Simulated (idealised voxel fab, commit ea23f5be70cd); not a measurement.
Title: Process Module voxel self aligned contacts
Displayed cross-section: cut, width of 240 nm, square cells sized 5 nm.
For the purposes of this document, a cross-section shall be understood as a grid of square cells, specified as bands listed in top-to-bottom order, each band consisting of one or more rows of cells.
Per band: top height and bottom height in nm, followed by the left-to-right materials and their widths in nm; "everywhere" marks a single material spanning edge to edge, "empty" marks empty space.
Height reference: 0 = level under which incoming wafer is all one material. Lowest band: no bottom, runs on downward, e.g. "0 down".
Think of "30..40" as a width that walks from the first number to the second as you go down the band, top row to bottom row, taking equal-sized steps from row to row.
A step reported as "nothing was modified" is a step in which no cell of the cross-section changed.
Reported under the label "Closed voids list" are the empty spaces having no open way to the top and comprising 8 cells or more; the notation for each is width x height at distance, in which the distance is measured from the left edge and all three values are in nm.
Text after the settings on a step's line: the simulator's own remark on that step.
You can add "overlay nm" to a step's line. For a step with a mask, it describes how far the mask lay to the right of its planned position, and a negative number describes a lay to the left.
So here's the lineup of process steps we planned:
1) RECEIVE, material Si
2) OXIDIZE, depth nm 5
3) DIRECTIONAL_DEP, material polySi, thk nm 25
4) DIRECTIONAL_DEP, material SiN, thk nm 20
5) DIRECTIONAL_DEP, material aC, thk nm 15
6) PATTERN, tone cover, mask id GATE, material resist, width nm 25, pitch nm 55, thk nm 30, overlay nm 0
7) DIRECTIONAL_ETCH, etch materials aC, depth nm 15
8) STRIP, etch materials resist
9) DIRECTIONAL_ETCH, etch materials SiN, depth nm 20
10) DIRECTIONAL_ETCH, etch materials polySi, depth nm 25
11) STRIP, etch materials aC
12) CONFORMAL_DEP, material SiN, thk nm 5
13) DIRECTIONAL_ETCH, etch materials SiN, depth nm 5
14) FILL_DEP, material SiO2, thk nm 20
15) CMP, height nm 55
16) PATTERN, tone open, mask id CONTACT, material resist, width nm 40, pitch nm 55, thk nm 20, overlay nm 0
17) DIRECTIONAL_ETCH, etch materials SiO2, depth nm 60
18) STRIP, etch materials resist
19) CONFORMAL_DEP, material TiN, thk nm 5
20) FILL_DEP, material W, thk nm 5
21) CMP, height nm 55
22) CONFORMAL_DEP, material SiCN, thk nm 5
So this is the incoming wafer in cross-section - it's already been through step 1:
> 0 down  Si everywhere
> Closed voids list: none
Here's the cross-section of the first of our two wafers at the end of the module - it ran as planned:
> 60 to 55  SiCN everywhere
> 55 to 45  SiO2 70  TiN 5..15  W 30..10  TiN 5..15  SiO2 15  TiN 5..15  W 30..10  TiN 5..15  SiO2 75
> 45 to 25  SiO2 45  SiN 35  TiN 5  W 10  TiN 5  SiN 35  TiN 5  W 10  TiN 5  SiN 35  SiO2 50
> 25 to 0  SiO2 45  SiN 5  polySi 25  SiN 5  TiN 5  W 10  TiN 5  SiN 5  polySi 25  SiN 5  TiN 5  W 10  TiN 5  SiN 5  polySi 25  SiN 5  SiO2 50
> 0 to -5  SiO2 80  TiN 20  SiO2 35  TiN 20  SiO2 85
> -5 down  Si everywhere
> Closed voids list: none
Cross-section, wafer two of two, end of module: same start and plan as wafer one, one error in execution:
> 60 to 55  SiCN everywhere
> 55 to 50  SiO2 45  SiN 35  TiN 5  W 10  TiN 5  SiN 35  TiN 5  W 10  TiN 5  SiN 35  SiO2 50
> 50 to 30  SiO2 45  SiN 5  polySi 25  SiN 5  TiN 5  W 10  TiN 5  SiN 5  polySi 25  SiN 5  TiN 5  W 10  TiN 5  SiN 5  polySi 25  SiN 5  SiO2 50
> 30 to 25  SiO2 45  SiN 5  polySi 25  SiN 5  TiN 20  SiN 5  polySi 25  SiN 5  TiN 20  SiN 5  polySi 25  SiN 5  SiO2 50
> 25 to 0  polySi everywhere
> 0 to -5  SiO2 everywhere
> -5 down  Si everywhere
> Closed voids list: none
What was done differently from what was planned? heads up, step 3 of the plan got done twice
Upon completion, the second wafer contains, in terms of cells, a greater or smaller amount of certain materials than the first wafer: SiN -63; SiO2 -113; TiN -32; W -32; polySi +240
